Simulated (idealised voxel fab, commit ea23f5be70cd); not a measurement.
Presented below is a process module, voxel wiring stack.
Square cells of 5 nm make up the cross-section cut, whose width is 230 nm.
In what follows, cross-sections appear as grids of square cells, described through bands that run from the top down, where every band is one or more rows of cells.
A band entry consists of two parts. The first gives the height of the band's top and the height of its bottom, in nm. The rest lists the band's materials from left to right, each with its width in nm. A single material labelled with the word "everywhere" fills the band from edge to edge, and the word "air" marks empty space.
Heights are reckoned from 0. Under this level, the received wafer is all of one material. The bottommost band is open-ended downward, for example "z 0 and below".
A width such as "30 to 40" changes by the same amount from each row of cells to the next, from the band's top row to its bottom row.
"no alterations made", as given for a step, is the statement that not any cell of the cross-section underwent a change during that step.
Closed empty spaces (no open way to the top) of 8 cells or more are what "Tabulated closed voids" lists, each as width x height at distance from the left edge, nm for all three.
Where a step's line continues beyond its settings, the continuation is a remark by the simulator itself on that step.
If you see "overlay nm" on a step's line and that step has a mask, it's telling you how far right of where it was planned the mask ended up; a negative number means it went left instead.
Pairs from here to the end. Each: cross-section before one process step, cross-section after it, the latter only as far down as the lowest band that changed. Under each: the step between, and its settings. Mind that the pairs may be taken from different runs of this module on the same starting wafer; whether a pair continues from the pair above depends on its entry headed "Structure before processing", and it does only where that entry says so.

**Structure before processing**
    z 105 to 100 | TiN (70) | air (20) | TiN (30) | air (20) | TiN (90)
    z 100 to 85 | SiO2 (65) | TiN (5) | air (20) | TiN (5) | SiO2 (20) | TiN (5) | air (20) | TiN (5) | SiO2 (85)
    z 85 to 80 | SiO2 (65) | TiN (15) | air (5) | TiN (10) | SiO2 (20) | TiN (15) | air (5) | TiN (10) | SiO2 (85)
    z 80 to 70 | SiO2 (75) | TiN (5) | air (5) | TiN (5) | SiO2 (35) | TiN (5) | air (5) | TiN (5) | SiO2 (90)
    z 70 to 65 | SiCN (75) | TiN (15) | SiCN (35) | TiN (15) | SiCN (90)
    z 65 to 55 | SiO2 (75) | TiN (5) | Cu (20) | TiN (5) | SiO2 (20) | TiN (5) | Cu (20) | TiN (5) | SiO2 (75)
    z 55 to 50 | SiO2 (75) | TiN (5) | Cu (5) | TiN (20) | SiO2 (20) | TiN (5) | Cu (5) | TiN (20) | SiO2 (75)
    z 50 to 40 | SiO2 (75) | TiN (5) | Cu (5) | TiN (5) | SiO2 (35) | TiN (5) | Cu (5) | TiN (5) | SiO2 (90)
    z 40 to 35 | SiCN (75) | TiN (15) | SiCN (35) | TiN (15) | SiCN (90)
    z 35 to 15 | SiO2 (75) | W (30) | SiO2 (20) | W (30) | SiO2 (75)
    z 15 to 10 | SiO2 (75) | TiN (30) | SiO2 (20) | TiN (30) | SiO2 (75)
    z 10 to 0 | SiO2 everywhere
    z 0 and below | Si everywhere
    Tabulated closed voids: none

**Post-Process Section**
    z 115 to 105 | Cu everywhere
    z 105 to 100 | TiN (70) | Cu (20) | TiN (30) | Cu (20) | TiN (90)
    z 100 to 85 | SiO2 (65) | TiN (5) | Cu (20) | TiN (5) | SiO2 (20) | TiN (5) | Cu (20) | TiN (5) | SiO2 (85)
    z 85 to 80 | SiO2 (65) | TiN (15) | Cu (5) | TiN (10) | SiO2 (20) | TiN (15) | Cu (5) | TiN (10) | SiO2 (85)
    z 80 to 70 | SiO2 (75) | TiN (5) | Cu (5) | TiN (5) | SiO2 (35) | TiN (5) | Cu (5) | TiN (5) | SiO2 (90)
    Everything below 70 is unchanged.
    Tabulated closed voids: none
Transition step, before and after shown above: FILL_DEP, material Cu, thk nm 10

Structure before processing: look at the pair above, its after cross-section is where this step starts.

**Post-Process Section**
    z 100 to 85 | SiO2 (65) | TiN (5) | Cu (20) | TiN (5) | SiO2 (20) | TiN (5) | Cu (20) | TiN (5) | SiO2 (85)
    Everything below 85 is unchanged.
    Tabulated closed voids: none
Transition step, before and after shown above: CMP, height nm 100

Structure before processing: look at the pair above, its after cross-section is where this step starts.

**Post-Process Section**
    z 105 to 100 | SiN everywhere
    Everything below 100 is unchanged.
    Tabulated closed voids: none
Transition step, before and after shown above: CONFORMAL_DEP, material SiN, thk nm 5

**Structure before processing**
    z 65 to 55 | SiO2 (75) | TiN (5) | Cu (20) | TiN (5) | SiO2 (20) | TiN (5) | Cu (20) | TiN (5) | SiO2 (75)
    z 55 to 50 | SiO2 (75) | TiN (5) | Cu (5) | TiN (20) | SiO2 (20) | TiN (5) | Cu (5) | TiN (20) | SiO2 (75)
    z 50 to 40 | SiO2 (75) | TiN (5) | Cu (5) | TiN (5) | SiO2 (35) | TiN (5) | Cu (5) | TiN (5) | SiO2 (90)
    z 40 to 35 | SiCN (75) | TiN (15) | SiCN (35) | TiN (15) | SiCN (90)
    z 35 to 15 | SiO2 (75) | W (30) | SiO2 (20) | W (30) | SiO2 (75)
    z 15 to 10 | SiO2 (75) | TiN (30) | SiO2 (20) | TiN (30) | SiO2 (75)
    z 10 to 0 | SiO2 everywhere
    z 0 and below | Si everywhere
    Tabulated closed voids: none

**Post-Process Section**
    z 70 to 65 | Cu everywhere
    Everything below 65 is unchanged.
    Tabulated closed voids: none
Transition step, before and after shown above: CONFORMAL_DEP, material Cu, thk nm 5

Structure before processing: look at the pair above, its after cross-section is where this step starts.

**Post-Process Section**
    z 100 to 70 | SiO2 everywhere
    Everything below 70 is unchanged.
    Tabulated closed voids: none
Transition step, before and after shown above: DIRECTIONAL_DEP, material SiO2, thk nm 30

Structure before processing: look at the pair above, its after cross-section is where this step starts.

**Post-Process Section**
    z 110 to 100 | aC everywhere
    Everything below 100 is unchanged.
    Tabulated closed voids: none
Transition step, before and after shown above: DIRECTIONAL_DEP, material aC, thk nm 10

Structure before processing: look at the pair above, its after cross-section is where this step starts.

**Post-Process Section**
    z 140 to 110 | resist (75) | air (15) | resist (35) | air (15) | resist (90)
    Everything below 110 is unchanged.
    Tabulated closed voids: none
Transition step, before and after shown above: PATTERN, tone open, mask id METAL_3_HOLES, material resist, width nm 15, pitch nm 50, thk nm 30, overlay nm 0

Structure before processing: look at the pair above, its after cross-section is where this step starts.

**Post-Process Section**
    z 130 to 110 | resist (75) | air (15) | resist (35) | air (15) | resist (90)
    z 110 to 100 | aC (75) | air (15) | aC (35) | air (15) | aC (90)
    Everything below 100 is unchanged.
    Tabulated closed voids: none
Transition step, before and after shown above: DIRECTIONAL_ETCH, etch materials aC, depth nm 10

Structure before processing: look at the pair above, its after cross-section is where this step starts.

**Post-Process Section**
    z 110 to 100 | aC (75) | air (15) | aC (35) | air (15) | aC (90)
    Everything below 100 is unchanged.
    Tabulated closed voids: none
Transition step, before and after shown above: STRIP, etch materials resist

Structure before processing: look at the pair above, its after cross-section is where this step starts.

**Post-Process Section**
    z 110 to 100 | aC (75) | air (15) | aC (35) | air (15) | aC (90)
    z 100 to 70 | SiO2 (75) | air (15) | SiO2 (35) | air (15) | SiO2 (90)
    Everything below 70 is unchanged.
    Tabulated closed voids: none
Transition step, before and after shown above: DIRECTIONAL_ETCH, etch materials SiO2, depth nm 30

Structure before processing: look at the pair above, its after cross-section is where this step starts.

**Post-Process Section**
    z 100 to 70 | SiO2 (75) | air (15) | SiO2 (35) | air (15) | SiO2 (90)
    Everything below 70 is unchanged.
    Tabulated closed voids: none
Transition step, before and after shown above: STRIP, etch materials aC

Structure before processing: look at the pair above, its after cross-section is where this step starts.

**Post-Process Section**
    z 115 to 100 | aC (75) | air (15) | aC (35) | air (15) | aC (90)
    z 100 to 85 | SiO2 (75) | air (15) | SiO2 (35) | air (15) | SiO2 (90)
    z 85 to 70 | SiO2 (75) | aC (15) | SiO2 (35) | aC (15) | SiO2 (90)
    Everything below 70 is unchanged.
    Tabulated closed voids: none
Transition step, before and after shown above: DIRECTIONAL_DEP, material aC, thk nm 15

Structure before processing: look at the pair above, its after cross-section is where this step starts.

**Post-Process Section**
    z 150 to 115 | resist (75) | air (30) | resist (20) | air (30) | resist (75)
    Everything below 115 is unchanged.
    Tabulated closed voids: none
Transition step, before and after shown above: PATTERN, tone open, mask id METAL_3, material resist, width nm 30, pitch nm 50, thk nm 35, overlay nm 0

Structure before processing: look at the pair above, its after cross-section is where this step starts.

**Post-Process Section**
    z 135 to 115 | resist (75) | air (30) | resist (20) | air (30) | resist (75)
    z 115 to 100 | aC (75) | air (30) | aC (20) | air (30) | aC (75)
    z 100 to 70 | SiO2 (75) | air (15) | SiO2 (35) | air (15) | SiO2 (90)
    Everything below 70 is unchanged.
    Tabulated closed voids: none
Transition step, before and after shown above: DIRECTIONAL_ETCH, etch materials aC, depth nm 15

Structure before processing: look at the pair above, its after cross-section is where this step starts.

**Post-Process Section**
    z 115 to 100 | aC (75) | air (30) | aC (20) | air (30) | aC (75)
    Everything below 100 is unchanged.
    Tabulated closed voids: none
Transition step, before and after shown above: STRIP, etch materials resist

Structure before processing: look at the pair above, its after cross-section is where this step starts.

**Post-Process Section**
    z 115 to 100 | aC (75) | air (30) | aC (20) | air (30) | aC (75)
    z 100 to 80 | SiO2 (75) | air (30) | SiO2 (20) | air (30) | SiO2 (75)
    Everything below 80 is unchanged.
    Tabulated closed voids: none
Transition step, before and after shown above: DIRECTIONAL_ETCH, etch materials SiO2, depth nm 20

Structure before processing: look at the pair above, its after cross-section is where this step starts.

**Post-Process Section**
    z 100 to 80 | SiO2 (75) | air (30) | SiO2 (20) | air (30) | SiO2 (75)
    Everything below 80 is unchanged.
    Tabulated closed voids: none
Transition step, before and after shown above: STRIP, etch materials aC

Structure before processing: look at the pair above, its after cross-section is where this step starts.

**Post-Process Section**
    z 105 to 100 | TiN (80) | air (20) | TiN (30) | air (20) | TiN (80)
    z 100 to 85 | SiO2 (75) | TiN (5) | air (20) | TiN (5) | SiO2 (20) | TiN (5) | air (20) | TiN (5) | SiO2 (75)
    z 85 to 75 | SiO2 (75) | TiN (5) | air (5) | TiN (20 to 5) | SiO2 (20 to 35) | TiN (5) | air (5) | TiN (20 to 5) | SiO2 (75 to 90)
    z 75 to 70 | SiO2 (75) | TiN (15) | SiO2 (35) | TiN (15) | SiO2 (90)
    Everything below 70 is unchanged.
    Tabulated closed voids: none
Transition step, before and after shown above: CONFORMAL_DEP, material TiN, thk nm 5

Structure before processing: look at the pair above, its after cross-section is where this step starts.

**Post-Process Section**
    z 115 to 105 | Cu everywhere
    z 105 to 100 | TiN (80) | Cu (20) | TiN (30) | Cu (20) | TiN (80)
    z 100 to 85 | SiO2 (75) | TiN (5) | Cu (20) | TiN (5) | SiO2 (20) | TiN (5) | Cu (20) | TiN (5) | SiO2 (75)
    z 85 to 75 | SiO2 (75) | TiN (5) | Cu (5) | TiN (20 to 5) | SiO2 (20 to 35) | TiN (5) | Cu (5) | TiN (20 to 5) | SiO2 (75 to 90)
    Everything below 75 is unchanged.
    Tabulated closed voids: none
Transition step, before and after shown above: FILL_DEP, material Cu, thk nm 10

Structure before processing: look at the pair above, its after cross-section is where this step starts.

**Post-Process Section**
    z 100 to 85 | SiO2 (75) | TiN (5) | Cu (20) | TiN (5) | SiO2 (20) | TiN (5) | Cu (20) | TiN (5) | SiO2 (75)
    Everything below 85 is unchanged.
    Tabulated closed voids: none
Transition step, before and after shown above: CMP, height nm 100

Structure before processing: look at the pair above, its after cross-section is where this step starts.

**Post-Process Section**
    z 105 to 100 | SiN everywhere
    Everything below 100 is unchanged.
    Tabulated closed voids: none
Transition step, before and after shown above: CONFORMAL_DEP, material SiN, thk nm 5

**Structure before processing**
    z 80 to 65 | aC everywhere
    z 65 to 40 | SiO2 everywhere
    z 40 to 35 | SiCN everywhere
    z 35 to 15 | SiO2 (75) | W (30) | SiO2 (20) | W (30) | SiO2 (75)
    z 15 to 10 | SiO2 (75) | TiN (30) | SiO2 (20) | TiN (30) | SiO2 (75)
    z 10 to 0 | SiO2 everywhere
    z 0 and below | Si everywhere
    Tabulated closed voids: none

**Post-Process Section**
    z 115 to 80 | air (75) | resist (30) | air (20) | resist (30) | air (75)
    Everything below 80 is unchanged.
    Tabulated closed voids: none
Transition step, before and after shown above: PATTERN, tone cover, mask id METAL_2, material resist, width nm 30, pitch nm 50, thk nm 35, overlay nm 0

Structure before processing: look at the pair above, its after cross-section is where this step starts.

**Post-Process Section**
    z 100 to 80 | air (75) | resist (30) | air (20) | resist (30) | air (75)
    z 80 to 65 | air (75) | aC (30) | air (20) | aC (30) | air (75)
    Everything below 65 is unchanged.
    Tabulated closed voids: none
Transition step, before and after shown above: DIRECTIONAL_ETCH, etch materials aC, depth nm 15

Structure before processing: look at the pair above, its after cross-section is where this step starts.

**Post-Process Section**
    z 80 to 65 | air (75) | aC (30) | air (20) | aC (30) | air (75)
    Everything below 65 is unchanged.
    Tabulated closed voids: none
Transition step, before and after shown above: STRIP, etch materials resist

Structure before processing: look at the pair above, its after cross-section is where this step starts.

**Post-Process Section**
    z 80 to 65 | air (75) | aC (30) | air (20) | aC (30) | air (75)
    z 65 to 50 | air (75) | SiO2 (30) | air (20) | SiO2 (30) | air (75)
    Everything below 50 is unchanged.
    Tabulated closed voids: none
Transition step, before and after shown above: DIRECTIONAL_ETCH, etch materials SiO2, depth nm 15

Structure before processing: look at the pair above, its after cross-section is where this step starts.

**Post-Process Section**
    z 65 to 50 | air (75) | SiO2 (30) | air (20) | SiO2 (30) | air (75)
    Everything below 50 is unchanged.
    Tabulated closed voids: none
Transition step, before and after shown above: STRIP, etch materials aC

Structure before processing: look at the pair above, its after cross-section is where this step starts.

**Post-Process Section**
    z 85 to 65 | resist (75) | air (15) | resist (35) | air (15) | resist (90)
    z 65 to 50 | resist (75) | SiO2 (30) | resist (20) | SiO2 (30) | resist (75)
    Everything below 50 is unchanged.
    Tabulated closed voids: none
Transition step, before and after shown above: PATTERN, tone open, mask id METAL_2_HOLES, material resist, width nm 15, pitch nm 50, thk nm 20, overlay nm 0

Structure before processing: look at the pair above, its after cross-section is where this step starts.

**Post-Process Section**
    z 85 to 65 | resist (75) | air (15) | resist (35) | air (15) | resist (90)
    z 65 to 55 | resist (75) | air (15) | SiO2 (15) | resist (20) | air (15) | SiO2 (15) | resist (75)
    Everything below 55 is unchanged.
    Tabulated closed voids: none
Transition step, before and after shown above: DIRECTIONAL_ETCH, etch materials SiO2, depth nm 10

Structure before processing: look at the pair above, its after cross-section is where this step starts.

**Post-Process Section**
    z 65 to 55 | air (90) | SiO2 (15) | air (35) | SiO2 (15) | air (75)
    z 55 to 50 | air (75) | SiO2 (30) | air (20) | SiO2 (30) | air (75)
    Everything below 50 is unchanged.
    Tabulated closed voids: none
Transition step, before and after shown above: STRIP, etch materials resist

Structure before processing: look at the pair above, its after cross-section is where this step starts.

**Post-Process Section**
    z 70 to 65 | air (85) | TiN (25) | air (25) | TiN (25) | air (70)
    z 65 to 55 | air (85 to 70) | TiN (5 to 20) | SiO2 (15) | TiN (5) | air (25 to 10) | TiN (5 to 20) | SiO2 (15) | TiN (5) | air (70)
    z 55 to 50 | TiN (75) | SiO2 (30) | TiN (20) | SiO2 (30) | TiN (75)
    Everything below 50 is unchanged.
    Tabulated closed voids: none
Transition step, before and after shown above: CONFORMAL_DEP, material TiN, thk nm 5

Structure before processing: look at the pair above, its after cross-section is where this step starts.

**Post-Process Section**
    z 75 to 70 | Cu everywhere
    z 70 to 65 | Cu (85) | TiN (25) | Cu (25) | TiN (25) | Cu (70)
    z 65 to 55 | Cu (85 to 70) | TiN (5 to 20) | SiO2 (15) | TiN (5) | Cu (25 to 10) | TiN (5 to 20) | SiO2 (15) | TiN (5) | Cu (70)
    Everything below 55 is unchanged.
    Tabulated closed voids: none
Transition step, before and after shown above: FILL_DEP, material Cu, thk nm 5

Structure before processing: look at the pair above, its after cross-section is where this step starts.

**Post-Process Section**
    z 65 to 55 | Cu (85 to 70) | TiN (5 to 20) | SiO2 (15) | TiN (5) | Cu (25 to 10) | TiN (5 to 20) | SiO2 (15) | TiN (5) | Cu (70)
    Everything below 55 is unchanged.
    Tabulated closed voids: none
Transition step, before and after shown above: CMP, height nm 65

Structure before processing: look at the pair above, its after cross-section is where this step starts.

**Post-Process Section**
    z 70 to 65 | SiCN everywhere
    Everything below 65 is unchanged.
    Tabulated closed voids: none
Transition step, before and after shown above: CONFORMAL_DEP, material SiCN, thk nm 5

Structure before processing: look at the pair above, its after cross-section is where this step starts.

**Post-Process Section**
    z 100 to 70 | SiO2 everywhere
    Everything below 70 is unchanged.
    Tabulated closed voids: none
Transition step, before and after shown above: DIRECTIONAL_DEP, material SiO2, thk nm 30

Structure before processing: look at the pair above, its after cross-section is where this step starts.

**Post-Process Section**
    z 110 to 100 | aC everywhere
    Everything below 100 is unchanged.
    Tabulated closed voids: none
Transition step, before and after shown above: DIRECTIONAL_DEP, material aC, thk nm 10

Structure before processing: look at the pair above, its after cross-section is where this step starts.

**Post-Process Section**
    z 140 to 110 | resist (75) | air (15) | resist (35) | air (15) | resist (90)
    Everything below 110 is unchanged.
    Tabulated closed voids: none
Transition step, before and after shown above: PATTERN, tone open, mask id METAL_3_HOLES, material resist, width nm 15, pitch nm 50, thk nm 30, overlay nm 0

Structure before processing: look at the pair above, its after cross-section is where this step starts.

**Post-Process Section**
    z 130 to 110 | resist (75) | air (15) | resist (35) | air (15) | resist (90)
    z 110 to 100 | aC (75) | air (15) | aC (35) | air (15) | aC (90)
    Everything below 100 is unchanged.
    Tabulated closed voids: none
Transition step, before and after shown above: DIRECTIONAL_ETCH, etch materials aC, depth nm 10

Structure before processing: look at the pair above, its after cross-section is where this step starts.

**Post-Process Section**
    z 110 to 100 | aC (75) | air (15) | aC (35) | air (15) | aC (90)
    Everything below 100 is unchanged.
    Tabulated closed voids: none
Transition step, before and after shown above: STRIP, etch materials resist

Structure before processing: look at the pair above, its after cross-section is where this step starts.

**Post-Process Section**
    z 110 to 100 | aC (75) | air (15) | aC (35) | air (15) | aC (90)
    z 100 to 70 | SiO2 (75) | air (15) | SiO2 (35) | air (15) | SiO2 (90)
    Everything below 70 is unchanged.
    Tabulated closed voids: none
Transition step, before and after shown above: DIRECTIONAL_ETCH, etch materials SiO2, depth nm 30

Structure before processing: look at the pair above, its after cross-section is where this step starts.

**Post-Process Section**
    z 100 to 70 | SiO2 (75) | air (15) | SiO2 (35) | air (15) | SiO2 (90)
    Everything below 70 is unchanged.
    Tabulated closed voids: none
Transition step, before and after shown above: STRIP, etch materials aC

Structure before processing: look at the pair above, its after cross-section is where this step starts.

**Post-Process Section**
    z 115 to 100 | aC (75) | air (15) | aC (35) | air (15) | aC (90)
    z 100 to 85 | SiO2 (75) | air (15) | SiO2 (35) | air (15) | SiO2 (90)
    z 85 to 70 | SiO2 (75) | aC (15) | SiO2 (35) | aC (15) | SiO2 (90)
    Everything below 70 is unchanged.
    Tabulated closed voids: none
Transition step, before and after shown above: DIRECTIONAL_DEP, material aC, thk nm 15

Structure before processing: look at the pair above, its after cross-section is where this step starts.

**Post-Process Section**
    z 150 to 115 | resist (75) | air (30) | resist (20) | air (30) | resist (75)
    Everything below 115 is unchanged.
    Tabulated closed voids: none
Transition step, before and after shown above: PATTERN, tone open, mask id METAL_3, material resist, width nm 30, pitch nm 50, thk nm 35, overlay nm 0

Structure before processing: look at the pair above, its after cross-section is where this step starts.

**Post-Process Section**
    z 135 to 115 | resist (75) | air (30) | resist (20) | air (30) | resist (75)
    z 115 to 100 | aC (75) | air (30) | aC (20) | air (30) | aC (75)
    z 100 to 70 | SiO2 (75) | air (15) | SiO2 (35) | air (15) | SiO2 (90)
    Everything below 70 is unchanged.
    Tabulated closed voids: none
Transition step, before and after shown above: DIRECTIONAL_ETCH, etch materials aC, depth nm 15

Structure before processing: look at the pair above, its after cross-section is where this step starts.

**Post-Process Section**
    z 115 to 100 | aC (75) | air (30) | aC (20) | air (30) | aC (75)
    Everything below 100 is unchanged.
    Tabulated closed voids: none
Transition step, before and after shown above: STRIP, etch materials resist

Structure before processing: look at the pair above, its after cross-section is where this step starts.

**Post-Process Section**
    z 115 to 100 | aC (75) | air (30) | aC (20) | air (30) | aC (75)
    z 100 to 80 | SiO2 (75) | air (30) | SiO2 (20) | air (30) | SiO2 (75)
    Everything below 80 is unchanged.
    Tabulated closed voids: none
Transition step, before and after shown above: DIRECTIONAL_ETCH, etch materials SiO2, depth nm 20

Structure before processing: look at the pair above, its after cross-section is where this step starts.

**Post-Process Section**
    z 115 to 100 | aC (75) | air (30) | aC (20) | air (30) | aC (75)
    z 100 to 80 | SiO2 (75) | air (30) | SiO2 (20) | air (30) | SiO2 (75)
    z 80 to 70 | SiO2 (75) | air (15) | SiO2 (35) | air (15) | SiO2 (90)
    z 70 to 65 | SiCN (75) | air (15) | SiCN (35) | air (15) | SiCN (90)
    Everything below 65 is unchanged.
    Tabulated closed voids: none
Transition step, before and after shown above: DIRECTIONAL_ETCH, etch materials SiCN, depth nm 5

Structure before processing: look at the pair above, its after cross-section is where this step starts.

**Post-Process Section**
    z 100 to 80 | SiO2 (75) | air (30) | SiO2 (20) | air (30) | SiO2 (75)
    Everything below 80 is unchanged.
    Tabulated closed voids: none
Transition step, before and after shown above: STRIP, etch materials aC

Structure before processing: look at the pair above, its after cross-section is where this step starts.

**Post-Process Section**
    z 105 to 100 | TiN (80) | air (20) | TiN (30) | air (20) | TiN (80)
    z 100 to 85 | SiO2 (75) | TiN (5) | air (20) | TiN (5) | SiO2 (20) | TiN (5) | air (20) | TiN (5) | SiO2 (75)
    z 85 to 80 | SiO2 (75) | TiN (5) | air (5) | TiN (20) | SiO2 (20) | TiN (5) | air (5) | TiN (20) | SiO2 (75)
    z 80 to 70 | SiO2 (75) | TiN (5) | air (5) | TiN (5) | SiO2 (35) | TiN (5) | air (5) | TiN (5) | SiO2 (90)
    z 70 to 65 | SiCN (75) | TiN (15) | SiCN (35) | TiN (15) | SiCN (90)
    Everything below 65 is unchanged.
    Tabulated closed voids: none
Transition step, before and after shown above: CONFORMAL_DEP, material TiN, thk nm 5

Structure before processing: look at the pair above, its after cross-section is where this step starts.

**Post-Process Section**
    z 115 to 105 | Cu everywhere
    z 105 to 100 | TiN (80) | Cu (20) | TiN (30) | Cu (20) | TiN (80)
    z 100 to 85 | SiO2 (75) | TiN (5) | Cu (20) | TiN (5) | SiO2 (20) | TiN (5) | Cu (20) | TiN (5) | SiO2 (75)
    z 85 to 80 | SiO2 (75) | TiN (5) | Cu (5) | TiN (20) | SiO2 (20) | TiN (5) | Cu (5) | TiN (20) | SiO2 (75)
    z 80 to 70 | SiO2 (75) | TiN (5) | Cu (5) | TiN (5) | SiO2 (35) | TiN (5) | Cu (5) | TiN (5) | SiO2 (90)
    Everything below 70 is unchanged.
    Tabulated closed voids: none
Transition step, before and after shown above: FILL_DEP, material Cu, thk nm 10

Structure before processing: look at the pair above, its after cross-section is where this step starts.

**Post-Process Section**
    z 100 to 85 | SiO2 (75) | TiN (5) | Cu (20) | TiN (5) | SiO2 (20) | TiN (5) | Cu (20) | TiN (5) | SiO2 (75)
    Everything below 85 is unchanged.
    Tabulated closed voids: none
Transition step, before and after shown above: CMP, height nm 100

Structure before processing: look at the pair above, its after cross-section is where this step starts.

**Post-Process Section**
    z 105 to 100 | SiN everywhere
    Everything below 100 is unchanged.
    Tabulated closed voids: none
Transition step, before and after shown above: CONFORMAL_DEP, material SiN, thk nm 5
